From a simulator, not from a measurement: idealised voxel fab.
The name of this process module is voxel wiring stack.
This is section cut - it's 285 nm across, gridded in 5 nm square cells.
This document writes a cross-section as a grid whose cells are square, and gives it as bands, listed from the top down; one or more rows of cells form a band.
Per band: top height and bottom height in nm, followed by the left-to-right materials and their widths in nm; "throughout" marks a single material spanning edge to edge, "blank" marks empty space.
Where do heights start? At 0: under that level the wafer as delivered is made of one material only. And the lowest band has no floor; it just carries on downward, as in "0 and below".
The expression "30 to 40" gives the width at the extremes of the band, the first number at its top row of cells and the second at its bottom row, with the width changing by equal amounts from each row to the next in between.
No cell of the cross-section changed in a step that is given as "no modifications".
In the "Enclosed cavities" entry, you get each enclosed empty space of 8 cells or more, one with no open way to the top, written width x height at distance, distance from the left edge, in nm.
Post-settings text on a step line: simulator's own remark regarding the step.
overlay nm: right-of-plan distance of the mask on a masked step; negative values mean left-of-plan.

### Planned process steps
1: RECEIVE,material Si
2: CONFORMAL_DEP,material SiO2,thk nm 15
3: CONFORMAL_DEP,material SiN,thk nm 5
4: DIRECTIONAL_DEP,material SiO2,thk nm 20
5: PATTERN,tone open,mask id METAL_1,material resist,width nm 20,pitch nm 45,thk nm 20,overlay nm 0
6: DIRECTIONAL_ETCH,etch materials SiO2,depth nm 20
7: DIRECTIONAL_ETCH,etch materials SiN,depth nm 5
8: STRIP,etch materials resist
9: CONFORMAL_DEP,material TiN,thk nm 5
10: FILL_DEP,material Cu,thk nm 10
11: CMP,height nm 40
12: CONFORMAL_DEP,material SiCN,thk nm 5
13: DIRECTIONAL_DEP,material lowk,thk nm 15
14: DIRECTIONAL_DEP,material aC,thk nm 10
15: PATTERN,tone open,mask id PLUG_1,material resist,width nm 15,pitch nm 90,thk nm 30,overlay nm 0
16: DIRECTIONAL_ETCH,etch materials aC,depth nm 10
17: STRIP,etch materials resist
18: DIRECTIONAL_ETCH,etch materials lowk,depth nm 15
19: DIRECTIONAL_ETCH,etch materials SiCN,depth nm 5
20: STRIP,etch materials aC
21: CONFORMAL_DEP,material TiN,thk nm 5
22: FILL_DEP,material Ru,thk nm 5
23: CMP,height nm 60
24: CONFORMAL_DEP,material SiCN,thk nm 5
25: DIRECTIONAL_DEP,material lowk,thk nm 15
26: MASKED_ETCH,tone open,mask id METAL_2,width nm 20,pitch nm 45,etch materials lowk,depth nm 15,overlay nm 0
27: MASKED_ETCH,tone open,mask id METAL_2,width nm 20,pitch nm 45,etch materials SiCN,depth nm 5,overlay nm 0
28: CONFORMAL_DEP,material TiN,thk nm 5
29: FILL_DEP,material Cu,thk nm 5
30: CMP,height nm 80
31: EPI,material Ru,thk nm 5
32: FILL_DEP,material SiCN,thk nm 5

### This is the cross-section of the wafer as we received it, i.e. after step 1
  0 and below = Si throughout
  Enclosed cavities: none

### Module complete - cross-section of the first of two wafers, run according to plan
  90 down to 85 = SiCN throughout
  85 down to 80 = SiCN 80 nm | Ru 30 nm | SiCN 15 nm | Ru 30 nm | SiCN 15 nm | Ru 30 nm | SiCN 85 nm
  80 down to 65 = lowk 85 nm | TiN 5 nm | Cu 10 nm | TiN 5 nm | lowk 25 nm | TiN 5 nm | Cu 10 nm | TiN 5 nm | lowk 25 nm | TiN 5 nm | Cu 10 nm | TiN 5 nm | lowk 90 nm
  65 down to 60 = SiCN 85 nm | TiN 20 nm | SiCN 25 nm | TiN 20 nm | SiCN 25 nm | TiN 20 nm | SiCN 90 nm
  60 down to 45 = lowk 85 nm | TiN 5 nm | Ru 5 nm | TiN 5 nm | lowk 75 nm | TiN 5 nm | Ru 5 nm | TiN 5 nm | lowk 95 nm
  45 down to 40 = SiCN 85 nm | TiN 15 nm | SiCN 75 nm | TiN 15 nm | SiCN 95 nm
  40 down to 20 = SiO2 85 nm | TiN 5 nm | Cu 10 nm | TiN 5 nm | SiO2 25 nm | TiN 5 nm | Cu 10 nm | TiN 5 nm | SiO2 25 nm | TiN 5 nm | Cu 10 nm | TiN 5 nm | SiO2 90 nm
  20 down to 15 = SiN 85 nm | TiN 20 nm | SiN 25 nm | TiN 20 nm | SiN 25 nm | TiN 20 nm | SiN 90 nm
  15 down to 0 = SiO2 throughout
  0 and below = Si throughout
  Enclosed cavities: none

### Second wafer through the module, sectioned at the end: same beginning and same plan as the first wafer, with one mistake in carrying it out
  90 down to 85 = SiCN throughout
  85 down to 80 = SiCN 80 nm | Ru 30 nm | SiCN 15 nm | Ru 30 nm | SiCN 15 nm | Ru 30 nm | SiCN 85 nm
  80 down to 65 = lowk 85 nm | TiN 5 nm | Cu 10 nm | TiN 5 nm | lowk 25 nm | TiN 5 nm | Cu 10 nm | TiN 5 nm | lowk 25 nm | TiN 5 nm | Cu 10 nm | TiN 5 nm | lowk 90 nm
  65 down to 60 = SiCN 85 nm | TiN 20 nm | SiCN 25 nm | TiN 20 nm | SiCN 25 nm | TiN 20 nm | SiCN 90 nm
  60 down to 45 = lowk 85 nm | TiN 5 nm | Ru 5 nm | TiN 5 nm | lowk 75 nm | TiN 5 nm | Ru 5 nm | TiN 5 nm | lowk 95 nm
  45 down to 40 = SiCN 85 nm | TiN 15 nm | SiCN 75 nm | TiN 15 nm | SiCN 95 nm
  40 down to 20 = SiO2 90 nm | TiN 5 nm | Cu 5 nm | TiN 5 nm | SiO2 30 nm | TiN 5 nm | Cu 5 nm | TiN 5 nm | SiO2 30 nm | TiN 5 nm | Cu 5 nm | TiN 5 nm | SiO2 90 nm
  20 down to 15 = SiN 90 nm | TiN 15 nm | SiN 30 nm | TiN 15 nm | SiN 30 nm | TiN 15 nm | SiN 90 nm
  15 down to 0 = SiO2 throughout
  0 and below = Si throughout
  Enclosed cavities: none
In executing the process, a mistake was made relative to the plan: it should be noted that step 5 was executed with settings other than those planned, the operation and settings actually applied being PATTERN,tone open,mask id METAL_1,material resist,width nm 15,pitch nm 45,thk nm 20,overlay nm 0
at the end the second wafer has, in cells: -12 Cu, +3 SiN, +12 SiO2, -3 TiN
